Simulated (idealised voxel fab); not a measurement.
Process module heading - voxel ribs on slabs
Section cut is 235 nm wide and gridded with 5 nm square cells.
This document writes a cross-section as a grid whose cells are square, and gives it as bands, listed from the top down; one or more rows of cells form a band. What a band's entry tells you: where the top is and where the bottom is, as heights in nm, and after that what lies inside, material by material from left to right, each with its width in nm. Empty space is written as the word "air", and a single material marked with the word "throughout" occupies the band from edge to edge. For the purposes of this specification, 0 denotes the height below which the wafer in its as-received condition is composed wholly of one material, and the lowermost band, lacking a lower limit, extends downward without end, as expressed in "0 nm and below". The expression "30->40" gives the width at the extremes of the band, the first number at its top row of cells and the second at its bottom row, with the width changing by equal amounts from each row to the next in between. It should be understood that the words "no change occurred", when stated for a given step, signify that the cross-section underwent no change in any of its cells during that step. Enclosed voids (no open way to top), threshold 8 cells or more, entry "Closed-off voids", notation width x height at distance, distance from left edge, nm. Anything after a step's settings on that line? It's the simulator's own note about the step. What "overlay nm" on a step's line means: if the step has a mask, that mask lay this far to the right of its planned place, or, when the value is negative, to the left.
List of planned process steps:
| 1 | RECEIVE with material Si |
| 2 | DIRECTIONAL_DEP with material SiO2, thk nm 20 |
| 3 | DIRECTIONAL_DEP with material SiN, thk nm 25 |
| 4 | DIRECTIONAL_DEP with material aC, thk nm 15 |
| 5 | PATTERN with tone cover, mask id RIB, material resist, width nm 30, thk nm 35, overlay nm 0 |
| 6 | DIRECTIONAL_ETCH with etch materials aC, depth nm 15 |
| 7 | STRIP with etch materials resist |
| 8 | DIRECTIONAL_ETCH with etch materials SiN, depth nm 5 |
| 9 | STRIP with etch materials aC |
| 10 | MASKED_ETCH with tone cover, mask id SLAB, width nm 60, etch materials SiN, depth nm 20, overlay nm 0 |
| 11 | FILL_DEP with material SiO2, thk nm 15 |
| 12 | CMP with height nm 55 |
| 13 | DIRECTIONAL_DEP with material TiN, thk nm 5 |
| 14 | PATTERN with tone cover, mask id HEATER, material resist, width nm 40, thk nm 20, overlay nm 0 |
| 15 | DIRECTIONAL_ETCH with etch materials TiN, depth nm 5 |
| 16 | STRIP with etch materials resist |
| 17 | CONFORMAL_DEP with material SiN, thk nm 5 |
First wafer of two (run as planned):
Wafer as received: cross-section following step 1:
  0 nm and below  Si throughout
  Closed-off voids: none
The following cross-section depicts the wafer upon completion of step 2:
  20 nm to 0 nm  SiO2 throughout
  Below 0, the layers are the same as they were.
The following cross-section depicts the wafer upon completion of step 3:
  45 nm to 20 nm  SiN throughout
  Below 20, the layers are the same as they were.
The following cross-section depicts the wafer upon completion of step 4:
  60 nm to 45 nm  aC throughout
  Below 45, the layers are the same as they were.
The following cross-section depicts the wafer upon completion of step 5:
  95 nm to 60 nm  air=100 | resist=30 | air=105
  Below 60, the layers are the same as they were.
The following cross-section depicts the wafer upon completion of step 6:
  80 nm to 60 nm  air=100 | resist=30 | air=105
  60 nm to 45 nm  air=100 | aC=30 | air=105
  Below 45, the layers are the same as they were.
The following cross-section depicts the wafer upon completion of step 7:
  60 nm to 45 nm  air=100 | aC=30 | air=105
  Below 45, the layers are the same as they were.
The following cross-section depicts the wafer upon completion of step 8:
  60 nm to 45 nm  air=100 | aC=30 | air=105
  45 nm to 40 nm  air=100 | SiN=30 | air=105
  Below 40, the layers are the same as they were.
The following cross-section depicts the wafer upon completion of step 9:
  45 nm to 40 nm  air=100 | SiN=30 | air=105
  Below 40, the layers are the same as they were.
The following cross-section depicts the wafer upon completion of step 10:
  45 nm to 40 nm  air=100 | SiN=30 | air=105
  40 nm to 20 nm  air=85 | SiN=60 | air=90
  Below 20, the layers are the same as they were.
The following cross-section depicts the wafer upon completion of step 11:
  60 nm to 45 nm  SiO2 throughout
  45 nm to 40 nm  SiO2=100 | SiN=30 | SiO2=105
  40 nm to 20 nm  SiO2=85 | SiN=60 | SiO2=90
  Below 20, the layers are the same as they were.
The following cross-section depicts the wafer upon completion of step 12:
  55 nm to 45 nm  SiO2 throughout
  Below 45, the layers are the same as they were.
The following cross-section depicts the wafer upon completion of step 13:
  60 nm to 55 nm  TiN throughout
  Below 55, the layers are the same as they were.
The following cross-section depicts the wafer upon completion of step 14:
  80 nm to 60 nm  air=95 | resist=40 | air=100
  Below 60, the layers are the same as they were.
The following cross-section depicts the wafer upon completion of step 15:
  80 nm to 60 nm  air=95 | resist=40 | air=100
  60 nm to 55 nm  air=95 | TiN=40 | air=100
  Below 55, the layers are the same as they were.
The following cross-section depicts the wafer upon completion of step 16:
  60 nm to 55 nm  air=95 | TiN=40 | air=100
  Below 55, the layers are the same as they were.
The following cross-section depicts the wafer upon completion of step 17:
  65 nm to 60 nm  air=90 | SiN=50 | air=95
  60 nm to 55 nm  SiN=95 | TiN=40 | SiN=100
  Below 55, the layers are the same as they were.
Second wafer: like start, like plan, one mistake. Through step 2 it matches the first wafer:
What the second wafer looks like in cross-section when step 3 should have wrapped up:
  70 nm to 20 nm  SiN throughout
  Below 20, the layers are the same as they were.
What the second wafer looks like in cross-section when step 4 should have wrapped up:
  85 nm to 70 nm  aC throughout
  Below 70, the layers are the same as they were.
What the second wafer looks like in cross-section when step 5 should have wrapped up:
  120 nm to 85 nm  air=100 | resist=30 | air=105
  Below 85, the layers are the same as they were.
What the second wafer looks like in cross-section when step 6 should have wrapped up:
  105 nm to 85 nm  air=100 | resist=30 | air=105
  85 nm to 70 nm  air=100 | aC=30 | air=105
  Below 70, the layers are the same as they were.
What the second wafer looks like in cross-section when step 7 should have wrapped up:
  85 nm to 70 nm  air=100 | aC=30 | air=105
  Below 70, the layers are the same as they were.
What the second wafer looks like in cross-section when step 8 should have wrapped up:
  85 nm to 70 nm  air=100 | aC=30 | air=105
  70 nm to 65 nm  air=100 | SiN=30 | air=105
  Below 65, the layers are the same as they were.
What the second wafer looks like in cross-section when step 9 should have wrapped up:
  70 nm to 65 nm  air=100 | SiN=30 | air=105
  Below 65, the layers are the same as they were.
What the second wafer looks like in cross-section when step 10 should have wrapped up:
  70 nm to 65 nm  air=100 | SiN=30 | air=105
  65 nm to 45 nm  air=85 | SiN=60 | air=90
  Below 45, the layers are the same as they were.
What the second wafer looks like in cross-section when step 11 should have wrapped up:
  85 nm to 70 nm  SiO2 throughout
  70 nm to 65 nm  SiO2=100 | SiN=30 | SiO2=105
  65 nm to 45 nm  SiO2=85 | SiN=60 | SiO2=90
  Below 45, the layers are the same as they were.
What the second wafer looks like in cross-section when step 12 should have wrapped up:
  55 nm to 45 nm  SiO2=85 | SiN=60 | SiO2=90
  Below 45, the layers are the same as they were.
What the second wafer looks like in cross-section when step 13 should have wrapped up:
  60 nm to 55 nm  TiN throughout
  Below 55, the layers are the same as they were.
What the second wafer looks like in cross-section when step 14 should have wrapped up:
  80 nm to 60 nm  air=95 | resist=40 | air=100
  Below 60, the layers are the same as they were.
What the second wafer looks like in cross-section when step 15 should have wrapped up:
  80 nm to 60 nm  air=95 | resist=40 | air=100
  60 nm to 55 nm  air=95 | TiN=40 | air=100
  Below 55, the layers are the same as they were.
What the second wafer looks like in cross-section when step 16 should have wrapped up:
  60 nm to 55 nm  air=95 | TiN=40 | air=100
  Below 55, the layers are the same as they were.
What the second wafer looks like in cross-section when step 17 should have wrapped up:
  65 nm to 60 nm  air=90 | SiN=50 | air=95
  60 nm to 55 nm  SiN=95 | TiN=40 | SiN=100
  Below 55, the layers are the same as they were.
Plan not followed: it should be noted that step 3 of the plan was executed twice
The closing comparison, in cells, has the second wafer with more or fewer of some materials than the first: +205 SiN | -205 SiO2
